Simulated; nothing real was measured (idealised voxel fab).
The process module presented herein is designated voxel released beams.
Square cells of 5 nm make up the cross-section cut, whose width is 265 nm.
Format of a cross-section: grid, square cells. Given as bands. Order: top down. Band: one or more rows of cells.
Basically the band line says how high the top is and how high the bottom is, in nm, and then what's in it from left to right, every material with its width in nm. Empty space shows up as "air", and if a single material carries "everywhere" it runs the full band edge to edge.
Heights are measured from 0, the level below which the as-received wafer is all one material; the lowest band has no bottom and continues downward, written as in "from 0 down".
The two numbers in a width such as "30->40" mark its ends across the band: the first belongs to the top row of cells, the second to the bottom row, and from each row to the next the width moves by the same amount.
No cell of the cross-section changed in a step that is given as "nothing changed".
Entry "Unvented voids" = empty spaces >= 8 cells with no open way to the top; each as width x height at distance, distance from left edge, all nm.
Whatever follows a step's settings on its line is a remark the simulator itself makes about that step.
You can add "overlay nm" to a step's line. For a step with a mask, it describes how far the mask lay to the right of its planned position, and a negative number describes a lay to the left.

Process steps (planned)
1) RECEIVE [material Si]
2) CONFORMAL_DEP [material SiN] [thk nm 5]
3) DIRECTIONAL_DEP [material SiO2] [thk nm 20]
4) DIRECTIONAL_DEP [material aC] [thk nm 15]
5) PATTERN [tone open] [mask id ANCHOR] [material resist] [width nm 45] [thk nm 35] [overlay nm 0]
6) DIRECTIONAL_ETCH [etch materials aC] [depth nm 15]
7) STRIP [etch materials resist]
8) DIRECTIONAL_ETCH [etch materials SiO2] [depth nm 20]
9) STRIP [etch materials aC]
10) CONFORMAL_DEP [material W] [thk nm 15]
11) DIRECTIONAL_DEP [material aC] [thk nm 10]
12) PATTERN [tone cover] [mask id BEAM] [material resist] [width nm 95] [thk nm 30] [overlay nm 0]
13) DIRECTIONAL_ETCH [etch materials aC] [depth nm 10]
14) STRIP [etch materials resist]
15) DIRECTIONAL_ETCH [etch materials W] [depth nm 15]
16) STRIP [etch materials aC]
17) STRIP [etch materials SiO2]

Delivered wafer in cross-section: state after step 1
	from 0 down = Si everywhere
	Unvented voids: none

End state of the module in cross-section, given the above starting point and plan and one mistake in execution
	from 40 to 25 = air 80 nm, W 95 nm, air 90 nm
	from 25 to 20 = SiN everywhere
	from 20 to 0 = SiO2 everywhere
	from 0 down = Si everywhere
	Unvented voids: none
The mistake made against the process plan was this: step 3 occupied the plan position of step 2, and the converse holds as well
